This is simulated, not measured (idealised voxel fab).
A process module follows: voxel self aligned vias.
cross-section cut | 175 nm wide | cells 5 nm
Notation: cross-section as square-cell grid; stated in bands, top first, going down; one or more cell rows per band.
Top height, bottom height, nm. Materials left to right, width each, nm. Single material + "everywhere" = fills band edge to edge. "blank" = empty.
Height datum 0, below which the as-received substrate wafer is one material. Lowest band open at the bottom, running downward: "top 0, no bottom".
A width given as "30->40" starts at the first number in the band's top row and ends at the second number in its bottom row, shifting by an equal amount at every step from row to row.
"remains unaltered" means the step left every cell of the cross-section as it was.
"Closed internal cavities" means: voids of 8 cells or more that are shut off from the top with no open way through. Written width x height at distance, distance from the left edge, in nm.
after a step's settings: what the simulator itself notes on the step
Steps that use a mask can have "overlay nm" on their line. It says how far the mask sat to the right of where it was meant to be. Negative means to the left.
plan
| 1 | op RECEIVE | material Si |
| 2 | op CONFORMAL_DEP | material SiO2 | thk nm 10 |
| 3 | op CONFORMAL_DEP | material SiCN | thk nm 5 |
| 4 | op DIRECTIONAL_DEP | material SiO2 | thk nm 25 |
| 5 | op MASKED_ETCH | tone open | mask id LINES | width nm 25 | pitch nm 65 | etch materials SiO2 | depth nm 25 | overlay nm 0 |
| 6 | op CONFORMAL_DEP | material TiN | thk nm 5 |
| 7 | op FILL_DEP | material Ru | thk nm 5 |
| 8 | op CMP | height nm 40 |
| 9 | op SELECTIVE_ETCH | etch materials W Ru TiN | depth nm 5 |
| 10 | op FILL_DEP | material SiN | thk nm 5 |
| 11 | op CMP | height nm 40 |
| 12 | op DIRECTIONAL_DEP | material SiO2 | thk nm 20 |
| 13 | op DIRECTIONAL_DEP | material aC | thk nm 15 |
| 14 | op PATTERN | tone open | mask id VIAS | material resist | width nm 35 | thk nm 35 | overlay nm 0 |
| 15 | op DIRECTIONAL_ETCH | etch materials aC | depth nm 15 |
| 16 | op STRIP | etch materials resist |
| 17 | op DIRECTIONAL_ETCH | etch materials SiO2 | depth nm 20 |
| 18 | op DIRECTIONAL_ETCH | etch materials SiN | depth nm 5 |
| 19 | op STRIP | etch materials aC |
| 20 | op CONFORMAL_DEP | material TiN | thk nm 5 |
| 21 | op FILL_DEP | material Cu | thk nm 5 |
| 22 | op CMP | height nm 60 |
| 23 | op CONFORMAL_DEP | material SiCN | thk nm 5 |
The first of a set of two wafers, run to plan
This is the cross-section of the wafer as we received it, i.e. after step 1
- top 0, no bottom: Si everywhere
- Closed internal cavities: none
The wafer, seen in cross-section, after step 2
- top 10, bottom 0: SiO2 everywhere
- Everything under 0 stays put, no change at all.
The wafer, seen in cross-section, after step 3
- top 15, bottom 10: SiCN everywhere
- Everything under 10 stays put, no change at all.
The wafer, seen in cross-section, after step 4
- top 40, bottom 15: SiO2 everywhere
- Everything under 15 stays put, no change at all.
The wafer, seen in cross-section, after step 5
- top 40, bottom 15: 40 nm SiO2, then 25 nm blank, then 40 nm SiO2, then 25 nm blank, then 45 nm SiO2
- Everything under 15 stays put, no change at all.
The wafer, seen in cross-section, after step 6
- top 45, bottom 40: 45 nm TiN, then 15 nm blank, then 50 nm TiN, then 15 nm blank, then 50 nm TiN
- top 40, bottom 20: 40 nm SiO2, then 5 nm TiN, then 15 nm blank, then 5 nm TiN, then 40 nm SiO2, then 5 nm TiN, then 15 nm blank, then 5 nm TiN, then 45 nm SiO2
- top 20, bottom 15: 40 nm SiO2, then 25 nm TiN, then 40 nm SiO2, then 25 nm TiN, then 45 nm SiO2
- Everything under 15 stays put, no change at all.
The wafer, seen in cross-section, after step 7
- top 50, bottom 45: Ru everywhere
- top 45, bottom 40: 45 nm TiN, then 15 nm Ru, then 50 nm TiN, then 15 nm Ru, then 50 nm TiN
- top 40, bottom 20: 40 nm SiO2, then 5 nm TiN, then 15 nm Ru, then 5 nm TiN, then 40 nm SiO2, then 5 nm TiN, then 15 nm Ru, then 5 nm TiN, then 45 nm SiO2
- Everything under 20 stays put, no change at all.
The wafer, seen in cross-section, after step 8
- top 40, bottom 20: 40 nm SiO2, then 5 nm TiN, then 15 nm Ru, then 5 nm TiN, then 40 nm SiO2, then 5 nm TiN, then 15 nm Ru, then 5 nm TiN, then 45 nm SiO2
- Everything under 20 stays put, no change at all.
The wafer, seen in cross-section, after step 9
- top 40, bottom 35: 40 nm SiO2, then 25 nm blank, then 40 nm SiO2, then 25 nm blank, then 45 nm SiO2
- Everything under 35 stays put, no change at all.
The wafer, seen in cross-section, after step 10
- top 45, bottom 40: SiN everywhere
- top 40, bottom 35: 40 nm SiO2, then 25 nm SiN, then 40 nm SiO2, then 25 nm SiN, then 45 nm SiO2
- Everything under 35 stays put, no change at all.
The wafer, seen in cross-section, after step 11
- top 40, bottom 35: 40 nm SiO2, then 25 nm SiN, then 40 nm SiO2, then 25 nm SiN, then 45 nm SiO2
- Everything under 35 stays put, no change at all.
The wafer, seen in cross-section, after step 12
- top 60, bottom 40: SiO2 everywhere
- Everything under 40 stays put, no change at all.
The wafer, seen in cross-section, after step 13
- top 75, bottom 60: aC everywhere
- Everything under 60 stays put, no change at all.
The wafer, seen in cross-section, after step 14
- top 110, bottom 75: 35 nm resist, then 35 nm blank, then 105 nm resist
- Everything under 75 stays put, no change at all.
The wafer, seen in cross-section, after step 15
- top 95, bottom 75: 35 nm resist, then 35 nm blank, then 105 nm resist
- top 75, bottom 60: 35 nm aC, then 35 nm blank, then 105 nm aC
- Everything under 60 stays put, no change at all.
The wafer, seen in cross-section, after step 16
- top 75, bottom 60: 35 nm aC, then 35 nm blank, then 105 nm aC
- Everything under 60 stays put, no change at all.
The wafer, seen in cross-section, after step 17
- top 75, bottom 60: 35 nm aC, then 35 nm blank, then 105 nm aC
- top 60, bottom 40: 35 nm SiO2, then 35 nm blank, then 105 nm SiO2
- Everything under 40 stays put, no change at all.
The wafer, seen in cross-section, after step 18
- top 75, bottom 60: 35 nm aC, then 35 nm blank, then 105 nm aC
- top 60, bottom 40: 35 nm SiO2, then 35 nm blank, then 105 nm SiO2
- top 40, bottom 35: 40 nm SiO2, then 25 nm blank, then 40 nm SiO2, then 25 nm SiN, then 45 nm SiO2
- Everything under 35 stays put, no change at all.
The wafer, seen in cross-section, after step 19
- top 60, bottom 40: 35 nm SiO2, then 35 nm blank, then 105 nm SiO2
- Everything under 40 stays put, no change at all.
The wafer, seen in cross-section, after step 20
- top 65, bottom 60: 40 nm TiN, then 25 nm blank, then 110 nm TiN
- top 60, bottom 45: 35 nm SiO2, then 5 nm TiN, then 25 nm blank, then 5 nm TiN, then 105 nm SiO2
- top 45, bottom 40: 35 nm SiO2, then 10 nm TiN, then 15 nm blank, then 10 nm TiN, then 105 nm SiO2
- top 40, bottom 35: 40 nm SiO2, then 25 nm TiN, then 40 nm SiO2, then 25 nm SiN, then 45 nm SiO2
- Everything under 35 stays put, no change at all.
The wafer, seen in cross-section, after step 21
- top 70, bottom 65: Cu everywhere
- top 65, bottom 60: 40 nm TiN, then 25 nm Cu, then 110 nm TiN
- top 60, bottom 45: 35 nm SiO2, then 5 nm TiN, then 25 nm Cu, then 5 nm TiN, then 105 nm SiO2
- top 45, bottom 40: 35 nm SiO2, then 10 nm TiN, then 15 nm Cu, then 10 nm TiN, then 105 nm SiO2
- Everything under 40 stays put, no change at all.
The wafer, seen in cross-section, after step 22
- top 60, bottom 45: 35 nm SiO2, then 5 nm TiN, then 25 nm Cu, then 5 nm TiN, then 105 nm SiO2
- Everything under 45 stays put, no change at all.
The wafer, seen in cross-section, after step 23
- top 65, bottom 60: SiCN everywhere
- Everything under 60 stays put, no change at all.
Wafer two. Same start, same plan, one slip in execution. Same as wafer one through step 16, inclusive
X-section, second wafer, when step 17 was due to finish
- top 75, bottom 60: 35 nm aC, then 35 nm blank, then 105 nm aC
- top 60, bottom 40: 35 nm SiO2, then 35 nm blank, then 105 nm SiO2
- top 40, bottom 35: 35 nm SiO2, then 5 nm blank, then 25 nm SiN, then 5 nm blank, then 35 nm SiO2, then 25 nm SiN, then 45 nm SiO2
- top 35, bottom 20: 35 nm SiO2, then 5 nm blank, then 5 nm TiN, then 15 nm Ru, then 5 nm TiN, then 5 nm blank, then 35 nm SiO2, then 5 nm TiN, then 15 nm Ru, then 5 nm TiN, then 45 nm SiO2
- Everything under 20 stays put, no change at all.
X-section, second wafer, when step 18 was due to finish
- top 75, bottom 60: 35 nm aC, then 35 nm blank, then 105 nm aC
- top 60, bottom 40: 35 nm SiO2, then 35 nm blank, then 105 nm SiO2
- top 40, bottom 35: 35 nm SiO2, then 35 nm blank, then 35 nm SiO2, then 25 nm SiN, then 45 nm SiO2
- Everything under 35 stays put, no change at all.
X-section, second wafer, when step 19 was due to finish
- top 60, bottom 40: 35 nm SiO2, then 35 nm blank, then 105 nm SiO2
- Everything under 40 stays put, no change at all.
X-section, second wafer, when step 20 was due to finish
- top 65, bottom 60: 40 nm TiN, then 25 nm blank, then 110 nm TiN
- top 60, bottom 40: 35 nm SiO2, then 5 nm TiN, then 25 nm blank, then 5 nm TiN, then 105 nm SiO2
- top 40, bottom 35: 35 nm SiO2, then 35 nm TiN, then 35 nm SiO2, then 25 nm SiN, then 45 nm SiO2
- top 35, bottom 20: 35 nm SiO2, then 10 nm TiN, then 15 nm Ru, then 10 nm TiN, then 35 nm SiO2, then 5 nm TiN, then 15 nm Ru, then 5 nm TiN, then 45 nm SiO2
- Everything under 20 stays put, no change at all.
X-section, second wafer, when step 21 was due to finish
- top 70, bottom 65: Cu everywhere
- top 65, bottom 60: 40 nm TiN, then 25 nm Cu, then 110 nm TiN
- top 60, bottom 40: 35 nm SiO2, then 5 nm TiN, then 25 nm Cu, then 5 nm TiN, then 105 nm SiO2
- Everything under 40 stays put, no change at all.
X-section, second wafer, when step 22 was due to finish
- top 60, bottom 40: 35 nm SiO2, then 5 nm TiN, then 25 nm Cu, then 5 nm TiN, then 105 nm SiO2
- Everything under 40 stays put, no change at all.
X-section, second wafer, when step 23 was due to finish
- top 65, bottom 60: SiCN everywhere
- Everything under 60 stays put, no change at all.
What was done differently from what was planned? plan step 17 was conducted twice
Looking at both finished wafers in cells, the second ends up ahead of or behind the first on some materials: Cu: 2 more, SiO2: 8 fewer, TiN: 6 more
